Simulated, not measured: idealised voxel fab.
process module | voxel self aligned vias
cross-section cut | 165 nm wide | cells 5 nm
A cross-section is a grid of square cells, given in bands from the top down. A band is one or more rows of cells.
Each band's line starts with the height of the band's top and of its bottom, in nm. Then come its materials from left to right, each with its width in nm. One material with "throughout" fills the band from edge to edge. "air" is empty space.
Height 0 is the level under which the wafer as received is all one material. The lowest band goes on downwards, as in "0 down".
A width such as "30 to 40" changes by the same amount from each row of cells to the next, from the band's top row to its bottom row.
"no change" after a step means that no cell of the cross-section changed.
closed voids: empty space of 8 cells or more with no open way to the top, each as width x height at its distance from the left edge, in nm
after a step's settings: what the simulator itself notes on the step
overlay nm, on a step with a mask: how far to the right of its planned place the mask lay; to the left if negative
Each pair below shows a cross-section before one step and the cross-section after it, down to the lowest band that changed. The line under each pair gives the step between them, with its settings. The pairs can come from different runs of this module on the same starting wafer, so a pair continues from the pair above only where its "before" says so.
before
  0 down: Si throughout
  closed voids: none
after
  15 to 0: SiO2 throughout
  below 0: unchanged
  closed voids: none
the step between: op CONFORMAL_DEP | material SiO2 | thk nm 15
before: the cross-section after the pair above
after
  20 to 15: SiCN throughout
  below 15: unchanged
  closed voids: none
the step between: op CONFORMAL_DEP | material SiCN | thk nm 5
before: the cross-section after the pair above
after
  50 to 20: lowk throughout
  below 20: unchanged
  closed voids: none
the step between: op DIRECTIONAL_DEP | material lowk | thk nm 30
before: the cross-section after the pair above
after
  70 to 50: resist 25 | air 30 | resist 50 | air 30 | resist 30
  below 50: unchanged
  closed voids: none
the step between: op PATTERN | tone open | mask id LINES | material resist | width nm 30 | pitch nm 80 | thk nm 20 | overlay nm 0
before: the cross-section after the pair above
after
  70 to 50: resist 25 | air 30 | resist 50 | air 30 | resist 30
  50 to 20: lowk 25 | air 30 | lowk 50 | air 30 | lowk 30
  below 20: unchanged
  closed voids: none
the step between: op DIRECTIONAL_ETCH | etch materials lowk | depth nm 30
before: the cross-section after the pair above
after
  50 to 20: lowk 25 | air 30 | lowk 50 | air 30 | lowk 30
  below 20: unchanged
  closed voids: none
the step between: op STRIP | etch materials resist
before: the cross-section after the pair above
after
  55 to 50: TiN 30 | air 20 | TiN 60 | air 20 | TiN 35
  50 to 25: lowk 25 | TiN 5 | air 20 | TiN 5 | lowk 50 | TiN 5 | air 20 | TiN 5 | lowk 30
  25 to 20: lowk 25 | TiN 30 | lowk 50 | TiN 30 | lowk 30
  below 20: unchanged
  closed voids: none
the step between: op CONFORMAL_DEP | material TiN | thk nm 5
before: the cross-section after the pair above
after
  65 to 55: W throughout
  55 to 50: TiN 30 | W 20 | TiN 60 | W 20 | TiN 35
  50 to 25: lowk 25 | TiN 5 | W 20 | TiN 5 | lowk 50 | TiN 5 | W 20 | TiN 5 | lowk 30
  below 25: unchanged
  closed voids: none
the step between: op FILL_DEP | material W | thk nm 10
before: the cross-section after the pair above
after
  50 to 25: lowk 25 | TiN 5 | W 20 | TiN 5 | lowk 50 | TiN 5 | W 20 | TiN 5 | lowk 30
  below 25: unchanged
  closed voids: none
the step between: op CMP | height nm 50
before: the cross-section after the pair above
after
  50 to 40: lowk 25 | air 30 | lowk 50 | air 30 | lowk 30
  below 40: unchanged
  closed voids: none
the step between: op SELECTIVE_ETCH | etch materials W Ru TiN | depth nm 10
before: the cross-section after the pair above
after
  55 to 50: SiN throughout
  50 to 40: lowk 25 | SiN 30 | lowk 50 | SiN 30 | lowk 30
  below 40: unchanged
  closed voids: none
the step between: op FILL_DEP | material SiN | thk nm 5
before: the cross-section after the pair above
after
  50 to 40: lowk 25 | SiN 30 | lowk 50 | SiN 30 | lowk 30
  below 40: unchanged
  closed voids: none
the step between: op CMP | height nm 50
before: the cross-section after the pair above
after
  70 to 50: lowk throughout
  below 50: unchanged
  closed voids: none
the step between: op DIRECTIONAL_DEP | material lowk | thk nm 20
before: the cross-section after the pair above
after
  80 to 70: aC throughout
  below 70: unchanged
  closed voids: none
the step between: op DIRECTIONAL_DEP | material aC | thk nm 10
before: the cross-section after the pair above
after
  110 to 80: resist 15 | air 50 | resist 30 | air 50 | resist 20
  below 80: unchanged
  closed voids: none
the step between: op PATTERN | tone open | mask id VIAS | material resist | width nm 50 | pitch nm 80 | thk nm 30 | overlay nm 0
before: the cross-section after the pair above
after
  100 to 80: resist 15 | air 50 | resist 30 | air 50 | resist 20
  80 to 70: aC 15 | air 50 | aC 30 | air 50 | aC 20
  below 70: unchanged
  closed voids: none
the step between: op DIRECTIONAL_ETCH | etch materials aC | depth nm 10
before: the cross-section after the pair above
after
  80 to 70: aC 15 | air 50 | aC 30 | air 50 | aC 20
  below 70: unchanged
  closed voids: none
the step between: op STRIP | etch materials resist
before: the cross-section after the pair above
after
  80 to 70: aC 15 | air 50 | aC 30 | air 50 | aC 20
  70 to 50: lowk 15 | air 50 | lowk 30 | air 50 | lowk 20
  below 50: unchanged
  closed voids: none
the step between: op DIRECTIONAL_ETCH | etch materials lowk | depth nm 20
before: the cross-section after the pair above
after
  80 to 70: aC 15 | air 50 | aC 30 | air 50 | aC 20
  70 to 50: lowk 15 | air 50 | lowk 30 | air 50 | lowk 20
  50 to 40: lowk 25 | air 30 | lowk 50 | air 30 | lowk 30
  below 40: unchanged
  closed voids: none
the step between: op DIRECTIONAL_ETCH | etch materials SiN | depth nm 10
before: the cross-section after the pair above
after
  70 to 50: lowk 15 | air 50 | lowk 30 | air 50 | lowk 20
  below 50: unchanged
  closed voids: none
the step between: op STRIP | etch materials aC
before: the cross-section after the pair above
after
  75 to 70: TiN 20 | air 40 | TiN 40 | air 40 | TiN 25
  70 to 55: lowk 15 | TiN 5 | air 40 | TiN 5 | lowk 30 | TiN 5 | air 40 | TiN 5 | lowk 20
  55 to 45: lowk 15 to 25 | TiN 15 to 5 | air 20 | TiN 15 to 5 | lowk 30 to 50 | TiN 15 to 5 | air 20 | TiN 15 to 5 | lowk 20 to 30
  45 to 40: lowk 25 | TiN 30 | lowk 50 | TiN 30 | lowk 30
  below 40: unchanged
  closed voids: none
the step between: op CONFORMAL_DEP | material TiN | thk nm 5
before: the cross-section after the pair above
after
  85 to 75: W throughout
  75 to 70: TiN 20 | W 40 | TiN 40 | W 40 | TiN 25
  70 to 55: lowk 15 | TiN 5 | W 40 | TiN 5 | lowk 30 | TiN 5 | W 40 | TiN 5 | lowk 20
  55 to 45: lowk 15 to 25 | TiN 15 to 5 | W 20 | TiN 15 to 5 | lowk 30 to 50 | TiN 15 to 5 | W 20 | TiN 15 to 5 | lowk 20 to 30
  below 45: unchanged
  closed voids: none
the step between: op FILL_DEP | material W | thk nm 10
before: the cross-section after the pair above
after
  70 to 55: lowk 15 | TiN 5 | W 40 | TiN 5 | lowk 30 | TiN 5 | W 40 | TiN 5 | lowk 20
  below 55: unchanged
  closed voids: none
the step between: op CMP | height nm 70
before: the cross-section after the pair above
after
  75 to 70: SiCN throughout
  below 70: unchanged
  closed voids: none
the step between: op CONFORMAL_DEP | material SiCN | thk nm 5
before
  15 to 0: SiO2 throughout
  0 down: Si throughout
  closed voids: none
after
  45 to 15: lowk throughout
  below 15: unchanged
  closed voids: none
the step between: op DIRECTIONAL_DEP | material lowk | thk nm 30
before: the cross-section after the pair above
after
  65 to 45: resist 25 | air 30 | resist 50 | air 30 | resist 30
  below 45: unchanged
  closed voids: none
the step between: op PATTERN | tone open | mask id LINES | material resist | width nm 30 | pitch nm 80 | thk nm 20 | overlay nm 0
before: the cross-section after the pair above
after
  65 to 45: resist 25 | air 30 | resist 50 | air 30 | resist 30
  45 to 15: lowk 25 | air 30 | lowk 50 | air 30 | lowk 30
  below 15: unchanged
  closed voids: none
the step between: op DIRECTIONAL_ETCH | etch materials lowk | depth nm 30
before: the cross-section after the pair above
after
  45 to 15: lowk 25 | air 30 | lowk 50 | air 30 | lowk 30
  below 15: unchanged
  closed voids: none
the step between: op STRIP | etch materials resist
before: the cross-section after the pair above
after
  50 to 45: TiN 30 | air 20 | TiN 60 | air 20 | TiN 35
  45 to 20: lowk 25 | TiN 5 | air 20 | TiN 5 | lowk 50 | TiN 5 | air 20 | TiN 5 | lowk 30
  20 to 15: lowk 25 | TiN 30 | lowk 50 | TiN 30 | lowk 30
  below 15: unchanged
  closed voids: none
the step between: op CONFORMAL_DEP | material TiN | thk nm 5
before: the cross-section after the pair above
after
  60 to 50: W throughout
  50 to 45: TiN 30 | W 20 | TiN 60 | W 20 | TiN 35
  45 to 20: lowk 25 | TiN 5 | W 20 | TiN 5 | lowk 50 | TiN 5 | W 20 | TiN 5 | lowk 30
  below 20: unchanged
  closed voids: none
the step between: op FILL_DEP | material W | thk nm 10
before: the cross-section after the pair above
after
  50 to 45: TiN 30 | W 20 | TiN 60 | W 20 | TiN 35
  below 45: unchanged
  closed voids: none
the step between: op CMP | height nm 50
before: the cross-section after the pair above
after
  45 to 40: lowk 25 | air 30 | lowk 50 | air 30 | lowk 30
  below 40: unchanged
  closed voids: none
the step between: op SELECTIVE_ETCH | etch materials W Ru TiN | depth nm 10
before: the cross-section after the pair above
after
  50 to 45: SiN throughout
  45 to 40: lowk 25 | SiN 30 | lowk 50 | SiN 30 | lowk 30
  below 40: unchanged
  closed voids: none
the step between: op FILL_DEP | material SiN | thk nm 5
before: the cross-section after the pair above
after
  70 to 50: lowk throughout
  below 50: unchanged
  closed voids: none
the step between: op DIRECTIONAL_DEP | material lowk | thk nm 20
before: the cross-section after the pair above
after
  80 to 70: aC throughout
  below 70: unchanged
  closed voids: none
the step between: op DIRECTIONAL_DEP | material aC | thk nm 10
before: the cross-section after the pair above
after
  110 to 80: resist 15 | air 50 | resist 30 | air 50 | resist 20
  below 80: unchanged
  closed voids: none
the step between: op PATTERN | tone open | mask id VIAS | material resist | width nm 50 | pitch nm 80 | thk nm 30 | overlay nm 0
before: the cross-section after the pair above
after
  100 to 80: resist 15 | air 50 | resist 30 | air 50 | resist 20
  80 to 70: aC 15 | air 50 | aC 30 | air 50 | aC 20
  below 70: unchanged
  closed voids: none
the step between: op DIRECTIONAL_ETCH | etch materials aC | depth nm 10
before: the cross-section after the pair above
after
  80 to 70: aC 15 | air 50 | aC 30 | air 50 | aC 20
  below 70: unchanged
  closed voids: none
the step between: op STRIP | etch materials resist
before: the cross-section after the pair above
after
  80 to 70: aC 15 | air 50 | aC 30 | air 50 | aC 20
  70 to 50: lowk 15 | air 50 | lowk 30 | air 50 | lowk 20
  below 50: unchanged
  closed voids: none
the step between: op DIRECTIONAL_ETCH | etch materials lowk | depth nm 20
before: the cross-section after the pair above
after
  80 to 70: aC 15 | air 50 | aC 30 | air 50 | aC 20
  70 to 50: lowk 15 | air 50 | lowk 30 | air 50 | lowk 20
  50 to 45: SiN 15 | air 50 | SiN 30 | air 50 | SiN 20
  45 to 40: lowk 25 | air 30 | lowk 50 | air 30 | lowk 30
  below 40: unchanged
  closed voids: none
the step between: op DIRECTIONAL_ETCH | etch materials SiN | depth nm 10
before: the cross-section after the pair above
after
  70 to 50: lowk 15 | air 50 | lowk 30 | air 50 | lowk 20
  below 50: unchanged
  closed voids: none
the step between: op STRIP | etch materials aC
before: the cross-section after the pair above
after
  75 to 70: TiN 20 | air 40 | TiN 40 | air 40 | TiN 25
  70 to 50: lowk 15 | TiN 5 | air 40 | TiN 5 | lowk 30 | TiN 5 | air 40 | TiN 5 | lowk 20
  50 to 45: SiN 15 | TiN 15 | air 20 | TiN 15 | SiN 30 | TiN 15 | air 20 | TiN 15 | SiN 20
  45 to 40: lowk 25 | TiN 30 | lowk 50 | TiN 30 | lowk 30
  below 40: unchanged
  closed voids: none
the step between: op CONFORMAL_DEP | material TiN | thk nm 5
before: the cross-section after the pair above
after
  85 to 75: W throughout
  75 to 70: TiN 20 | W 40 | TiN 40 | W 40 | TiN 25
  70 to 50: lowk 15 | TiN 5 | W 40 | TiN 5 | lowk 30 | TiN 5 | W 40 | TiN 5 | lowk 20
  50 to 45: SiN 15 | TiN 15 | W 20 | TiN 15 | SiN 30 | TiN 15 | W 20 | TiN 15 | SiN 20
  below 45: unchanged
  closed voids: none
the step between: op FILL_DEP | material W | thk nm 10
before: the cross-section after the pair above
after
  70 to 50: lowk 15 | TiN 5 | W 40 | TiN 5 | lowk 30 | TiN 5 | W 40 | TiN 5 | lowk 20
  below 50: unchanged
  closed voids: none
the step between: op CMP | height nm 70
before: the cross-section after the pair above
after
  75 to 70: SiCN throughout
  below 70: unchanged
  closed voids: none
the step between: op CONFORMAL_DEP | material SiCN | thk nm 5
before
  15 to 0: SiO2 throughout
  0 down: Si throughout
  closed voids: none
after
  30 to 0: SiO2 throughout
  below 0: unchanged
  closed voids: none
the step between: op CONFORMAL_DEP | material SiO2 | thk nm 15
before: the cross-section after the pair above
after
  35 to 30: SiCN throughout
  below 30: unchanged
  closed voids: none
the step between: op CONFORMAL_DEP | material SiCN | thk nm 5
before: the cross-section after the pair above
after
  65 to 35: lowk throughout
  below 35: unchanged
  closed voids: none
the step between: op DIRECTIONAL_DEP | material lowk | thk nm 30
before: the cross-section after the pair above
after
  85 to 65: resist 25 | air 30 | resist 50 | air 30 | resist 30
  below 65: unchanged
  closed voids: none
the step between: op PATTERN | tone open | mask id LINES | material resist | width nm 30 | pitch nm 80 | thk nm 20 | overlay nm 0
before: the cross-section after the pair above
after
  85 to 65: resist 25 | air 30 | resist 50 | air 30 | resist 30
  65 to 35: lowk 25 | air 30 | lowk 50 | air 30 | lowk 30
  below 35: unchanged
  closed voids: none
the step between: op DIRECTIONAL_ETCH | etch materials lowk | depth nm 30
before: the cross-section after the pair above
after
  65 to 35: lowk 25 | air 30 | lowk 50 | air 30 | lowk 30
  below 35: unchanged
  closed voids: none
the step between: op STRIP | etch materials resist
before: the cross-section after the pair above
after
  70 to 65: TiN 30 | air 20 | TiN 60 | air 20 | TiN 35
  65 to 40: lowk 25 | TiN 5 | air 20 | TiN 5 | lowk 50 | TiN 5 | air 20 | TiN 5 | lowk 30
  40 to 35: lowk 25 | TiN 30 | lowk 50 | TiN 30 | lowk 30
  below 35: unchanged
  closed voids: none
the step between: op CONFORMAL_DEP | material TiN | thk nm 5
before: the cross-section after the pair above
after
  80 to 70: W throughout
  70 to 65: TiN 30 | W 20 | TiN 60 | W 20 | TiN 35
  65 to 40: lowk 25 | TiN 5 | W 20 | TiN 5 | lowk 50 | TiN 5 | W 20 | TiN 5 | lowk 30
  below 40: unchanged
  closed voids: none
the step between: op FILL_DEP | material W | thk nm 10
before: the cross-section after the pair above
after
  50 to 40: lowk 25 | TiN 5 | W 20 | TiN 5 | lowk 50 | TiN 5 | W 20 | TiN 5 | lowk 30
  below 40: unchanged
  closed voids: none
the step between: op CMP | height nm 50
before: the cross-section after the pair above
after
  50 to 40: lowk 25 | air 30 | lowk 50 | air 30 | lowk 30
  below 40: unchanged
  closed voids: none
the step between: op SELECTIVE_ETCH | etch materials W Ru TiN | depth nm 10
before: the cross-section after the pair above
after
  55 to 50: SiN throughout
  50 to 40: lowk 25 | SiN 30 | lowk 50 | SiN 30 | lowk 30
  below 40: unchanged
  closed voids: none
the step between: op FILL_DEP | material SiN | thk nm 5
before: the cross-section after the pair above
after
  50 to 40: lowk 25 | SiN 30 | lowk 50 | SiN 30 | lowk 30
  below 40: unchanged
  closed voids: none
the step between: op CMP | height nm 50
before: the cross-section after the pair above
after
  70 to 50: lowk throughout
  below 50: unchanged
  closed voids: none
the step between: op DIRECTIONAL_DEP | material lowk | thk nm 20
before: the cross-section after the pair above
after
  80 to 70: aC throughout
  below 70: unchanged
  closed voids: none
the step between: op DIRECTIONAL_DEP | material aC | thk nm 10
before: the cross-section after the pair above
after
  110 to 80: resist 15 | air 50 | resist 30 | air 50 | resist 20
  below 80: unchanged
  closed voids: none
the step between: op PATTERN | tone open | mask id VIAS | material resist | width nm 50 | pitch nm 80 | thk nm 30 | overlay nm 0
before: the cross-section after the pair above
after
  100 to 80: resist 15 | air 50 | resist 30 | air 50 | resist 20
  80 to 70: aC 15 | air 50 | aC 30 | air 50 | aC 20
  below 70: unchanged
  closed voids: none
the step between: op DIRECTIONAL_ETCH | etch materials aC | depth nm 10
before: the cross-section after the pair above
after
  80 to 70: aC 15 | air 50 | aC 30 | air 50 | aC 20
  below 70: unchanged
  closed voids: none
the step between: op STRIP | etch materials resist
before: the cross-section after the pair above
after
  80 to 70: aC 15 | air 50 | aC 30 | air 50 | aC 20
  70 to 50: lowk 15 | air 50 | lowk 30 | air 50 | lowk 20
  below 50: unchanged
  closed voids: none
the step between: op DIRECTIONAL_ETCH | etch materials lowk | depth nm 20
before: the cross-section after the pair above
after
  80 to 70: aC 15 | air 50 | aC 30 | air 50 | aC 20
  70 to 50: lowk 15 | air 50 | lowk 30 | air 50 | lowk 20
  50 to 40: lowk 25 | air 30 | lowk 50 | air 30 | lowk 30
  below 40: unchanged
  closed voids: none
the step between: op DIRECTIONAL_ETCH | etch materials SiN | depth nm 10
before: the cross-section after the pair above
after
  70 to 50: lowk 15 | air 50 | lowk 30 | air 50 | lowk 20
  below 50: unchanged
  closed voids: none
the step between: op STRIP | etch materials aC
before: the cross-section after the pair above
after
  75 to 70: TiN 20 | air 40 | TiN 40 | air 40 | TiN 25
  70 to 55: lowk 15 | TiN 5 | air 40 | TiN 5 | lowk 30 | TiN 5 | air 40 | TiN 5 | lowk 20
  55 to 45: lowk 15 to 25 | TiN 15 to 5 | air 20 | TiN 15 to 5 | lowk 30 to 50 | TiN 15 to 5 | air 20 | TiN 15 to 5 | lowk 20 to 30
  45 to 35: lowk 25 | TiN 30 | lowk 50 | TiN 30 | lowk 30
  below 35: unchanged
  closed voids: none
the step between: op CONFORMAL_DEP | material TiN | thk nm 5
before: the cross-section after the pair above
after
  85 to 75: W throughout
  75 to 70: TiN 20 | W 40 | TiN 40 | W 40 | TiN 25
  70 to 55: lowk 15 | TiN 5 | W 40 | TiN 5 | lowk 30 | TiN 5 | W 40 | TiN 5 | lowk 20
  55 to 45: lowk 15 to 25 | TiN 15 to 5 | W 20 | TiN 15 to 5 | lowk 30 to 50 | TiN 15 to 5 | W 20 | TiN 15 to 5 | lowk 20 to 30
  below 45: unchanged
  closed voids: none
the step between: op FILL_DEP | material W | thk nm 10
before: the cross-section after the pair above
after
  70 to 55: lowk 15 | TiN 5 | W 40 | TiN 5 | lowk 30 | TiN 5 | W 40 | TiN 5 | lowk 20
  below 55: unchanged
  closed voids: none
the step between: op CMP | height nm 70
before: the cross-section after the pair above
after
  75 to 70: SiCN throughout
  below 70: unchanged
  closed voids: none
the step between: op CONFORMAL_DEP | material SiCN | thk nm 5
before
  45 to 15: lowk throughout
  15 to 0: SiO2 throughout
  0 down: Si throughout
  closed voids: none
after
  50 to 45: SiCN throughout
  below 45: unchanged
  closed voids: none
the step between: op CONFORMAL_DEP | material SiCN | thk nm 5
before: the cross-section after the pair above
after
  70 to 50: resist 25 | air 30 | resist 50 | air 30 | resist 30
  below 50: unchanged
  closed voids: none
the step between: op PATTERN | tone open | mask id LINES | material resist | width nm 30 | pitch nm 80 | thk nm 20 | overlay nm 0
before: the cross-section after the pair above
after
  50 to 45: SiCN throughout
  below 45: unchanged
  closed voids: none
the step between: op STRIP | etch materials resist
before: the cross-section after the pair above
after
  55 to 50: TiN throughout
  below 50: unchanged
  closed voids: none
the step between: op CONFORMAL_DEP | material TiN | thk nm 5
before: the cross-section after the pair above
after
  65 to 55: W throughout
  below 55: unchanged
  closed voids: none
the step between: op FILL_DEP | material W | thk nm 10
before: the cross-section after the pair above
after
  50 to 45: SiCN throughout
  below 45: unchanged
  closed voids: none
the step between: op CMP | height nm 50
before: the cross-section after the pair above
after
  55 to 50: SiN throughout
  below 50: unchanged
  closed voids: none
the step between: op FILL_DEP | material SiN | thk nm 5
before: the cross-section after the pair above
after
  50 to 45: SiCN throughout
  below 45: unchanged
  closed voids: none
the step between: op CMP | height nm 50
before: the cross-section after the pair above
after
  70 to 50: lowk throughout
  below 50: unchanged
  closed voids: none
the step between: op DIRECTIONAL_DEP | material lowk | thk nm 20
before: the cross-section after the pair above
after
  80 to 70: aC throughout
  below 70: unchanged
  closed voids: none
the step between: op DIRECTIONAL_DEP | material aC | thk nm 10
before: the cross-section after the pair above
after
  110 to 80: resist 15 | air 50 | resist 30 | air 50 | resist 20
  below 80: unchanged
  closed voids: none
the step between: op PATTERN | tone open | mask id VIAS | material resist | width nm 50 | pitch nm 80 | thk nm 30 | overlay nm 0
before: the cross-section after the pair above
after
  100 to 80: resist 15 | air 50 | resist 30 | air 50 | resist 20
  80 to 70: aC 15 | air 50 | aC 30 | air 50 | aC 20
  below 70: unchanged
  closed voids: none
the step between: op DIRECTIONAL_ETCH | etch materials aC | depth nm 10
before: the cross-section after the pair above
after
  80 to 70: aC 15 | air 50 | aC 30 | air 50 | aC 20
  below 70: unchanged
  closed voids: none
the step between: op STRIP | etch materials resist
before: the cross-section after the pair above
after
  80 to 70: aC 15 | air 50 | aC 30 | air 50 | aC 20
  70 to 50: lowk 15 | air 50 | lowk 30 | air 50 | lowk 20
  below 50: unchanged
  closed voids: none
the step between: op DIRECTIONAL_ETCH | etch materials lowk | depth nm 20
before: the cross-section after the pair above
after
  70 to 50: lowk 15 | air 50 | lowk 30 | air 50 | lowk 20
  below 50: unchanged
  closed voids: none
the step between: op STRIP | etch materials aC
before: the cross-section after the pair above
after
  75 to 70: TiN 20 | air 40 | TiN 40 | air 40 | TiN 25
  70 to 55: lowk 15 | TiN 5 | air 40 | TiN 5 | lowk 30 | TiN 5 | air 40 | TiN 5 | lowk 20
  55 to 50: lowk 15 | TiN 50 | lowk 30 | TiN 50 | lowk 20
  below 50: unchanged
  closed voids: none
the step between: op CONFORMAL_DEP | material TiN | thk nm 5
before: the cross-section after the pair above
after
  85 to 75: W throughout
  75 to 70: TiN 20 | W 40 | TiN 40 | W 40 | TiN 25
  70 to 55: lowk 15 | TiN 5 | W 40 | TiN 5 | lowk 30 | TiN 5 | W 40 | TiN 5 | lowk 20
  below 55: unchanged
  closed voids: none
the step between: op FILL_DEP | material W | thk nm 10
before: the cross-section after the pair above
after
  70 to 55: lowk 15 | TiN 5 | W 40 | TiN 5 | lowk 30 | TiN 5 | W 40 | TiN 5 | lowk 20
  below 55: unchanged
  closed voids: none
the step between: op CMP | height nm 70
before: the cross-section after the pair above
after
  75 to 70: SiCN throughout
  below 70: unchanged
  closed voids: none
the step between: op CONFORMAL_DEP | material SiCN | thk nm 5
before
  85 to 75: W throughout
  75 to 70: TiN 20 | W 40 | TiN 40 | W 40 | TiN 25
  70 to 55: lowk 15 | TiN 5 | W 40 | TiN 5 | lowk 30 | TiN 5 | W 40 | TiN 5 | lowk 20
  55 to 45: lowk 15 to 25 | TiN 15 to 5 | W 20 | TiN 15 to 5 | lowk 30 to 50 | TiN 15 to 5 | W 20 | TiN 15 to 5 | lowk 20 to 30
  45 to 40: lowk 25 | TiN 30 | lowk 50 | TiN 30 | lowk 30
  40 to 25: lowk 25 | TiN 5 | W 20 | TiN 5 | lowk 50 | TiN 5 | W 20 | TiN 5 | lowk 30
  25 to 20: lowk 25 | TiN 30 | lowk 50 | TiN 30 | lowk 30
  20 to 15: SiCN throughout
  15 to 0: SiO2 throughout
  0 down: Si throughout
  closed voids: none
after
  65 to 55: lowk 15 | TiN 5 | W 40 | TiN 5 | lowk 30 | TiN 5 | W 40 | TiN 5 | lowk 20
  below 55: unchanged
  closed voids: none
the step between: op CMP | height nm 65
before: the cross-section after the pair above
after
  70 to 65: SiCN throughout
  below 65: unchanged
  closed voids: none
the step between: op CONFORMAL_DEP | material SiCN | thk nm 5
before
  50 to 20: lowk throughout
  20 to 15: SiCN throughout
  15 to 0: SiO2 throughout
  0 down: Si throughout
  closed voids: none
after
  70 to 50: resist 30 | air 25 | resist 55 | air 25 | resist 30
  below 50: unchanged
  closed voids: none
the step between: op PATTERN | tone open | mask id LINES | material resist | width nm 25 | pitch nm 80 | thk nm 20 | overlay nm 0
before: the cross-section after the pair above
after
  70 to 50: resist 30 | air 25 | resist 55 | air 25 | resist 30
  50 to 20: lowk 30 | air 25 | lowk 55 | air 25 | lowk 30
  below 20: unchanged
  closed voids: none
the step between: op DIRECTIONAL_ETCH | etch materials lowk | depth nm 30
before: the cross-section after the pair above
after
  50 to 20: lowk 30 | air 25 | lowk 55 | air 25 | lowk 30
  below 20: unchanged
  closed voids: none
the step between: op STRIP | etch materials resist
before: the cross-section after the pair above
after
  55 to 50: TiN 35 | air 15 | TiN 65 | air 15 | TiN 35
  50 to 25: lowk 30 | TiN 5 | air 15 | TiN 5 | lowk 55 | TiN 5 | air 15 | TiN 5 | lowk 30
  25 to 20: lowk 30 | TiN 25 | lowk 55 | TiN 25 | lowk 30
  below 20: unchanged
  closed voids: none
the step between: op CONFORMAL_DEP | material TiN | thk nm 5
before: the cross-section after the pair above
after
  65 to 55: W throughout
  55 to 50: TiN 35 | W 15 | TiN 65 | W 15 | TiN 35
  50 to 25: lowk 30 | TiN 5 | W 15 | TiN 5 | lowk 55 | TiN 5 | W 15 | TiN 5 | lowk 30
  below 25: unchanged
  closed voids: none
the step between: op FILL_DEP | material W | thk nm 10
before: the cross-section after the pair above
after
  50 to 25: lowk 30 | TiN 5 | W 15 | TiN 5 | lowk 55 | TiN 5 | W 15 | TiN 5 | lowk 30
  below 25: unchanged
  closed voids: none
the step between: op CMP | height nm 50
before: the cross-section after the pair above
after
  50 to 40: lowk 30 | air 25 | lowk 55 | air 25 | lowk 30
  below 40: unchanged
  closed voids: none
the step between: op SELECTIVE_ETCH | etch materials W Ru TiN | depth nm 10
before: the cross-section after the pair above
after
  55 to 50: SiN throughout
  50 to 40: lowk 30 | SiN 25 | lowk 55 | SiN 25 | lowk 30
  below 40: unchanged
  closed voids: none
the step between: op FILL_DEP | material SiN | thk nm 5
before: the cross-section after the pair above
after
  50 to 40: lowk 30 | SiN 25 | lowk 55 | SiN 25 | lowk 30
  below 40: unchanged
  closed voids: none
the step between: op CMP | height nm 50
before: the cross-section after the pair above
after
  70 to 50: lowk throughout
  below 50: unchanged
  closed voids: none
the step between: op DIRECTIONAL_DEP | material lowk | thk nm 20
before: the cross-section after the pair above
after
  80 to 70: aC throughout
  below 70: unchanged
  closed voids: none
the step between: op DIRECTIONAL_DEP | material aC | thk nm 10
before: the cross-section after the pair above
after
  110 to 80: resist 15 | air 50 | resist 30 | air 50 | resist 20
  below 80: unchanged
  closed voids: none
the step between: op PATTERN | tone open | mask id VIAS | material resist | width nm 50 | pitch nm 80 | thk nm 30 | overlay nm 0
before: the cross-section after the pair above
after
  100 to 80: resist 15 | air 50 | resist 30 | air 50 | resist 20
  80 to 70: aC 15 | air 50 | aC 30 | air 50 | aC 20
  below 70: unchanged
  closed voids: none
the step between: op DIRECTIONAL_ETCH | etch materials aC | depth nm 10
before: the cross-section after the pair above
after
  80 to 70: aC 15 | air 50 | aC 30 | air 50 | aC 20
  below 70: unchanged
  closed voids: none
the step between: op STRIP | etch materials resist
before: the cross-section after the pair above
after
  80 to 70: aC 15 | air 50 | aC 30 | air 50 | aC 20
  70 to 50: lowk 15 | air 50 | lowk 30 | air 50 | lowk 20
  below 50: unchanged
  closed voids: none
the step between: op DIRECTIONAL_ETCH | etch materials lowk | depth nm 20
before: the cross-section after the pair above
after
  80 to 70: aC 15 | air 50 | aC 30 | air 50 | aC 20
  70 to 50: lowk 15 | air 50 | lowk 30 | air 50 | lowk 20
  50 to 40: lowk 30 | air 25 | lowk 55 | air 25 | lowk 30
  below 40: unchanged
  closed voids: none
the step between: op DIRECTIONAL_ETCH | etch materials SiN | depth nm 10
before: the cross-section after the pair above
after
  70 to 50: lowk 15 | air 50 | lowk 30 | air 50 | lowk 20
  below 50: unchanged
  closed voids: none
the step between: op STRIP | etch materials aC
before: the cross-section after the pair above
after
  75 to 70: TiN 20 | air 40 | TiN 40 | air 40 | TiN 25
  70 to 55: lowk 15 | TiN 5 | air 40 | TiN 5 | lowk 30 | TiN 5 | air 40 | TiN 5 | lowk 20
  55 to 45: lowk 15 to 30 | TiN 20 to 5 | air 15 | TiN 15 to 5 | lowk 30 to 55 | TiN 20 to 5 | air 15 | TiN 15 to 5 | lowk 20 to 30
  45 to 40: lowk 30 | TiN 25 | lowk 55 | TiN 25 | lowk 30
  below 40: unchanged
  closed voids: none
the step between: op CONFORMAL_DEP | material TiN | thk nm 5
before: the cross-section after the pair above
after
  85 to 75: W throughout
  75 to 70: TiN 20 | W 40 | TiN 40 | W 40 | TiN 25
  70 to 55: lowk 15 | TiN 5 | W 40 | TiN 5 | lowk 30 | TiN 5 | W 40 | TiN 5 | lowk 20
  55 to 45: lowk 15 to 30 | TiN 20 to 5 | W 15 | TiN 15 to 5 | lowk 30 to 55 | TiN 20 to 5 | W 15 | TiN 15 to 5 | lowk 20 to 30
  below 45: unchanged
  closed voids: none
the step between: op FILL_DEP | material W | thk nm 10
before: the cross-section after the pair above
after
  70 to 55: lowk 15 | TiN 5 | W 40 | TiN 5 | lowk 30 | TiN 5 | W 40 | TiN 5 | lowk 20
  below 55: unchanged
  closed voids: none
the step between: op CMP | height nm 70
before: the cross-section after the pair above
after
  75 to 70: SiCN throughout
  below 70: unchanged
  closed voids: none
the step between: op CONFORMAL_DEP | material SiCN | thk nm 5
before
  50 to 20: lowk throughout
  20 to 15: SiCN throughout
  15 to 0: SiO2 throughout
  0 down: Si throughout
  closed voids: none
after
  70 to 50: resist 35 | air 30 | resist 50 | air 30 | resist 20
  below 50: unchanged
  closed voids: none
the step between: op PATTERN | tone open | mask id LINES | material resist | width nm 30 | pitch nm 80 | thk nm 20 | overlay nm 10
before: the cross-section after the pair above
after
  70 to 50: resist 35 | air 30 | resist 50 | air 30 | resist 20
  50 to 20: lowk 35 | air 30 | lowk 50 | air 30 | lowk 20
  below 20: unchanged
  closed voids: none
the step between: op DIRECTIONAL_ETCH | etch materials lowk | depth nm 30
before: the cross-section after the pair above
after
  50 to 20: lowk 35 | air 30 | lowk 50 | air 30 | lowk 20
  below 20: unchanged
  closed voids: none
the step between: op STRIP | etch materials resist
